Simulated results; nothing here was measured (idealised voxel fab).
process module | voxel ribs on slabs
cross-section cut | 230 nm wide | cells 5 nm
A cross-section is a grid of square cells, given in bands from the top down. A band is one or more rows of cells.
Each band's line starts with the height of the band's top and of its bottom, in nm. Then come its materials from left to right, each with its width in nm. One material with "throughout" fills the band from edge to edge. "air" is empty space.
Height 0 is the level under which the wafer as received is all one material. The lowest band goes on downwards, as in "0 down".
A width such as "30 to 40" changes by the same amount from each row of cells to the next, from the band's top row to its bottom row.
"no change" after a step means that no cell of the cross-section changed.
closed voids: empty space of 8 cells or more with no open way to the top, each as width x height at its distance from the left edge, in nm
after a step's settings: what the simulator itself notes on the step
overlay nm, on a step with a mask: how far to the right of its planned place the mask lay; to the left if negative
plan
1 op RECEIVE | material Si
2 op DIRECTIONAL_DEP | material SiO2 | thk nm 20
3 op DIRECTIONAL_DEP | material polySi | thk nm 20
4 op DIRECTIONAL_DEP | material aC | thk nm 10
5 op PATTERN | tone cover | mask id RIB | material resist | width nm 15 | thk nm 30 | overlay nm 0
6 op DIRECTIONAL_ETCH | etch materials aC | depth nm 10
7 op STRIP | etch materials resist
8 op DIRECTIONAL_ETCH | etch materials polySi | depth nm 5
9 op STRIP | etch materials aC
10 op MASKED_ETCH | tone cover | mask id SLAB | width nm 65 | etch materials polySi | depth nm 15 | overlay nm 0
11 op FILL_DEP | material SiO2 | thk nm 20
12 op CMP | height nm 55
13 op DIRECTIONAL_DEP | material W | thk nm 5
14 op PATTERN | tone cover | mask id HEATER | material resist | width nm 35 | thk nm 20 | overlay nm 0
15 op DIRECTIONAL_ETCH | etch materials W | depth nm 5
16 op STRIP | etch materials resist
17 op CONFORMAL_DEP | material SiO2 | thk nm 5
varied across the wafers: width nm of step 5. The plan shows the first wafer's value. All wafers start alike
first wafer as received, after step 1
  0 down: Si throughout
  closed voids: none
first wafer at the end, after step 17
  65 to 60: air 90 | SiO2 45 | air 95
  60 to 55: SiO2 95 | W 35 | SiO2 100
  55 to 40: SiO2 throughout
  40 to 35: SiO2 105 | polySi 15 | SiO2 110
  35 to 20: SiO2 80 | polySi 65 | SiO2 85
  20 to 0: SiO2 throughout
  0 down: Si throughout
  closed voids: none
last wafer at the end
  65 to 60: air 90 | SiO2 45 | air 95
  60 to 55: SiO2 95 | W 35 | SiO2 100
  55 to 40: SiO2 throughout
  40 to 35: SiO2 95 | polySi 40 | SiO2 95
  35 to 20: SiO2 80 | polySi 65 | SiO2 85
  20 to 0: SiO2 throughout
  0 down: Si throughout
  closed voids: none
each wafer at the end: cells of each material gained (+) or lost (-) since it was received, then its closed voids
width nm 15 | +512 SiO2 | +7 W | +42 polySi | closed voids: none
width nm 20 | +511 SiO2 | +7 W | +43 polySi | closed voids: none
width nm 25 | +510 SiO2 | +7 W | +44 polySi | closed voids: none
width nm 30 | +509 SiO2 | +7 W | +45 polySi | closed voids: none
width nm 35 | +508 SiO2 | +7 W | +46 polySi | closed voids: none
width nm 40 | +507 SiO2 | +7 W | +47 polySi | closed voids: none
